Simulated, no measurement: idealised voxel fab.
The process module that follows is named voxel transistor to metal.
cross-section cut | 270 nm wide | cells 5 nm
Think of the cross-section as a grid of square cells. We describe it in bands, top to bottom, and each band covers one or more rows of those cells. Band: top and bottom heights (nm) first, top before bottom; then materials from left to right, widths in nm. "all across" marks a sole material filling the band edge to edge. "empty" denotes empty space. Heights are measured from 0, the level below which the as-received wafer is all one material; the lowest band has no bottom and continues downward, written as in "z 0 and below". Width "30->40": first value at the band's top row of cells, second value at its bottom row, equal change from row to row. Step note "nothing different" = no cross-section cell changed. "Closed void listing" contains a list of empty spaces, each no smaller than 8 cells and without an open way to the top, written in the form width x height at distance with the distance from the left edge and all three in nm. It should be noted that, on the line of a given step, the content following the step's settings is a remark produced by the simulator itself with respect to that step. A step's line can hold "overlay nm"; with a mask on that step, the setting says how far right of the planned place the mask lay, while a negative setting says it lay to the left.
[Below is the list of planned process steps]
| 1 | RECEIVE with material Si |
| 2 | CONFORMAL_DEP with material SiO2, thk nm 5 |
| 3 | CONFORMAL_DEP with material SiN, thk nm 10 |
| 4 | MASKED_ETCH with tone cover, mask id ACTIVE, width nm 100, pitch nm 130, etch materials SiN, depth nm 10, overlay nm 0 |
| 5 | MASKED_ETCH with tone cover, mask id ACTIVE, width nm 100, pitch nm 130, etch materials SiO2, depth nm 5, overlay nm 0 |
| 6 | MASKED_ETCH with tone cover, mask id ACTIVE, width nm 100, pitch nm 130, etch materials Si, depth nm 25, overlay nm 0 |
| 7 | OXIDIZE with depth nm 5 |
| 8 | FILL_DEP with material SiO2, thk nm 10 |
| 9 | CMP with height nm 15 |
| 10 | SELECTIVE_ETCH with etch materials SiO2, depth nm 5 |
| 11 | STRIP with etch materials SiN |
| 12 | SELECTIVE_ETCH with etch materials SiO2, depth nm 5 |
| 13 | OXIDIZE with depth nm 5 |
| 14 | DIRECTIONAL_DEP with material polySi, thk nm 30 |
| 15 | DIRECTIONAL_DEP with material SiCN, thk nm 10 |
| 16 | DIRECTIONAL_DEP with material aC, thk nm 15 |
| 17 | PATTERN with tone cover, mask id GATE, material resist, width nm 30, pitch nm 130, thk nm 30, overlay nm 0 |
| 18 | DIRECTIONAL_ETCH with etch materials aC, depth nm 15 |
| 19 | STRIP with etch materials resist |
| 20 | DIRECTIONAL_ETCH with etch materials SiCN, depth nm 20 |
| 21 | DIRECTIONAL_ETCH with etch materials polySi, depth nm 40 |
| 22 | STRIP with etch materials aC |
| 23 | CONFORMAL_DEP with material SiN, thk nm 10 |
| 24 | DIRECTIONAL_ETCH with etch materials SiN, depth nm 10 |
| 25 | DIRECTIONAL_ETCH with etch materials SiO2, depth nm 5 |
| 26 | DIRECTIONAL_ETCH with etch materials Si, depth nm 10 |
| 27 | EPI with material pSi, thk nm 10 |
| 28 | FILL_DEP with material SiO2, thk nm 10 |
| 29 | CMP with height nm 30 |
| 30 | STRIP with etch materials polySi |
| 31 | SELECTIVE_ETCH with etch materials SiO2, depth nm 5 |
| 32 | CONFORMAL_DEP with material HfO2, thk nm 5 |
| 33 | CONFORMAL_DEP with material TiN, thk nm 5 |
| 34 | FILL_DEP with material W, thk nm 5 |
| 35 | CMP with height nm 25 |
| 36 | DIRECTIONAL_DEP with material SiO2, thk nm 15 |
| 37 | PATTERN with tone open, mask id CONTACT, material resist, width nm 15, thk nm 20, overlay nm 0 |
| 38 | DIRECTIONAL_ETCH with etch materials SiO2, depth nm 45 |
| 39 | STRIP with etch materials resist |
| 40 | CONFORMAL_DEP with material TiN, thk nm 5 |
| 41 | FILL_DEP with material Ru, thk nm 5 |
| 42 | CMP with height nm 40 |
| 43 | CONFORMAL_DEP with material SiCN, thk nm 5 |
| 44 | DIRECTIONAL_DEP with material lowk, thk nm 15 |
| 45 | MASKED_ETCH with tone open, mask id METAL_1, width nm 15, etch materials lowk, depth nm 15, overlay nm 0 |
| 46 | MASKED_ETCH with tone open, mask id METAL_1, width nm 15, etch materials SiCN, depth nm 5, overlay nm 0 |
| 47 | CONFORMAL_DEP with material TiN, thk nm 5 |
| 48 | FILL_DEP with material Cu, thk nm 5 |
| 49 | CMP with height nm 60 |
| 50 | CONFORMAL_DEP with material SiCN, thk nm 5 |
| 51 | DIRECTIONAL_DEP with material SiO2, thk nm 35 |
| 52 | PATTERN with tone open, mask id METAL_2, material resist, width nm 15, pitch nm 130, thk nm 15, overlay nm 0 |
| 53 | DIRECTIONAL_ETCH with etch materials SiO2, depth nm 20 |
| 54 | STRIP with etch materials resist |
| 55 | DIRECTIONAL_DEP with material aC, thk nm 10 |
| 56 | PATTERN with tone open, mask id METAL_2_HOLES, material resist, width nm 15, pitch nm 130, thk nm 30, overlay nm 0 |
| 57 | DIRECTIONAL_ETCH with etch materials aC, depth nm 10 |
| 58 | STRIP with etch materials resist |
| 59 | DIRECTIONAL_ETCH with etch materials SiO2, depth nm 15 |
| 60 | DIRECTIONAL_ETCH with etch materials SiCN, depth nm 5 |
| 61 | STRIP with etch materials aC |
| 62 | CONFORMAL_DEP with material TiN, thk nm 5 |
| 63 | FILL_DEP with material Ru, thk nm 5 |
| 64 | CMP with height nm 100 |
| 65 | CONFORMAL_DEP with material SiN, thk nm 5 |
Split variable: width nm, step 52. Plan value = first wafer. Wafers start alike.
[The first of several wafers, as received after step 1, seen in section]
	z 0 and below: Si all across
	Closed void listing: none
[The figure below presents a cross-section of the first of several wafers at the conclusion of the module, following its last step, step 65]
	z 105 to 100: SiN all across
	z 100 to 65: SiO2=25, TiN=5, Ru=5, TiN=5, SiO2=115, TiN=5, Ru=5, TiN=5, SiO2=100
	z 65 to 60: SiCN=25, TiN=15, SiCN=115, TiN=15, SiCN=100
	z 60 to 45: lowk=25, TiN=5, Cu=5, TiN=5, lowk=60, TiN=5, Cu=5, TiN=5, lowk=40, TiN=5, Cu=5, TiN=5, lowk=60, TiN=5, Cu=5, TiN=5, lowk=25
	z 45 to 40: SiCN=25, TiN=15, SiCN=60, TiN=15, SiCN=40, TiN=15, SiCN=60, TiN=15, SiCN=25
	z 40 to 25: SiO2=25, TiN=5, Ru=5, TiN=5, SiO2=60, TiN=5, Ru=5, TiN=5, SiO2=40, TiN=5, Ru=5, TiN=5, SiO2=60, TiN=5, Ru=5, TiN=5, SiO2=25
	z 25 to 10: SiO2=25, TiN=5, Ru=5, TiN=5, SiO2=5, SiN=10, HfO2=5, TiN=5, W=10, TiN=5, HfO2=5, SiN=10, SiO2=5, TiN=5, Ru=5, TiN=5, SiO2=40, TiN=5, Ru=5, TiN=5, SiO2=5, SiN=10, HfO2=5, TiN=5, W=10, TiN=5, HfO2=5, SiN=10, SiO2=5, TiN=5, Ru=5, TiN=5, SiO2=25
	z 10 to 5: SiO2=25, TiN=15, SiO2=5, SiN=10, HfO2=5, TiN=5, W=10, TiN=5, HfO2=5, SiN=10, SiO2=5, TiN=15, SiO2=40, TiN=15, SiO2=5, SiN=10, HfO2=5, TiN=5, W=10, TiN=5, HfO2=5, SiN=10, SiO2=5, TiN=15, SiO2=25
	z 5 to 0: SiO2=15, SiN=10, TiN=10, pSi=10, SiN=10, HfO2=5, TiN=20, HfO2=5, SiN=10, pSi=10, TiN=10, SiN=10, SiO2=20, SiN=10, TiN=10, pSi=10, SiN=10, HfO2=5, TiN=20, HfO2=5, SiN=10, pSi=10, TiN=10, SiN=10, SiO2=15
	z 0 to -5: SiO2=25, TiN=10, pSi=10, SiO2=5, HfO2=40, SiO2=5, pSi=10, TiN=10, SiO2=40, TiN=10, pSi=10, SiO2=5, HfO2=40, SiO2=5, pSi=10, TiN=10, SiO2=25
	z -5 to -15: SiO2=25, pSi=20, Si=50, pSi=20, SiO2=40, pSi=20, Si=50, pSi=20, SiO2=25
	z -15 to -30: SiO2=25, Si=90, SiO2=40, Si=90, SiO2=25
	z -30 and below: Si all across
	Closed void listing: none
[End of module: cross-section, last of several wafers]
	z 105 to 100: SiN all across
	z 100 to 85: SiO2=20, TiN=5, Ru=20, TiN=5, SiO2=100, TiN=5, Ru=20, TiN=5, SiO2=90
	z 85 to 80: SiO2=20, TiN=10, Ru=5, TiN=15, SiO2=100, TiN=10, Ru=5, TiN=15, SiO2=90
	z 80 to 65: SiO2=25, TiN=5, Ru=5, TiN=5, SiO2=115, TiN=5, Ru=5, TiN=5, SiO2=100
	z 65 to 60: SiCN=25, TiN=15, SiCN=115, TiN=15, SiCN=100
	z 60 to 45: lowk=25, TiN=5, Cu=5, TiN=5, lowk=60, TiN=5, Cu=5, TiN=5, lowk=40, TiN=5, Cu=5, TiN=5, lowk=60, TiN=5, Cu=5, TiN=5, lowk=25
	z 45 to 40: SiCN=25, TiN=15, SiCN=60, TiN=15, SiCN=40, TiN=15, SiCN=60, TiN=15, SiCN=25
	z 40 to 25: SiO2=25, TiN=5, Ru=5, TiN=5, SiO2=60, TiN=5, Ru=5, TiN=5, SiO2=40, TiN=5, Ru=5, TiN=5, SiO2=60, TiN=5, Ru=5, TiN=5, SiO2=25
	z 25 to 10: SiO2=25, TiN=5, Ru=5, TiN=5, SiO2=5, SiN=10, HfO2=5, TiN=5, W=10, TiN=5, HfO2=5, SiN=10, SiO2=5, TiN=5, Ru=5, TiN=5, SiO2=40, TiN=5, Ru=5, TiN=5, SiO2=5, SiN=10, HfO2=5, TiN=5, W=10, TiN=5, HfO2=5, SiN=10, SiO2=5, TiN=5, Ru=5, TiN=5, SiO2=25
	z 10 to 5: SiO2=25, TiN=15, SiO2=5, SiN=10, HfO2=5, TiN=5, W=10, TiN=5, HfO2=5, SiN=10, SiO2=5, TiN=15, SiO2=40, TiN=15, SiO2=5, SiN=10, HfO2=5, TiN=5, W=10, TiN=5, HfO2=5, SiN=10, SiO2=5, TiN=15, SiO2=25
	z 5 to 0: SiO2=15, SiN=10, TiN=10, pSi=10, SiN=10, HfO2=5, TiN=20, HfO2=5, SiN=10, pSi=10, TiN=10, SiN=10, SiO2=20, SiN=10, TiN=10, pSi=10, SiN=10, HfO2=5, TiN=20, HfO2=5, SiN=10, pSi=10, TiN=10, SiN=10, SiO2=15
	z 0 to -5: SiO2=25, TiN=10, pSi=10, SiO2=5, HfO2=40, SiO2=5, pSi=10, TiN=10, SiO2=40, TiN=10, pSi=10, SiO2=5, HfO2=40, SiO2=5, pSi=10, TiN=10, SiO2=25
	z -5 to -15: SiO2=25, pSi=20, Si=50, pSi=20, SiO2=40, pSi=20, Si=50, pSi=20, SiO2=25
	z -15 to -30: SiO2=25, Si=90, SiO2=40, Si=90, SiO2=25
	z -30 and below: Si all across
	Closed void listing: none
[Gained (+) or lost (-) cells of each material since receipt, then closed voids: one row per wafer, at the end of the module]
width nm 15 | +12 Cu | +36 HfO2 | +38 Ru | -176 Si | +90 SiCN | +102 SiN | +672 SiO2 | +170 TiN | +16 W | +126 lowk | +48 pSi | Closed void listing: none
width nm 20 | +12 Cu | +36 HfO2 | +44 Ru | -176 Si | +90 SiCN | +102 SiN | +664 SiO2 | +172 TiN | +16 W | +126 lowk | +48 pSi | Closed void listing: none
width nm 25 | +12 Cu | +36 HfO2 | +50 Ru | -176 Si | +90 SiCN | +102 SiN | +656 SiO2 | +174 TiN | +16 W | +126 lowk | +48 pSi | Closed void listing: none
width nm 30 | +12 Cu | +36 HfO2 | +56 Ru | -176 Si | +90 SiCN | +102 SiN | +648 SiO2 | +176 TiN | +16 W | +126 lowk | +48 pSi | Closed void listing: none
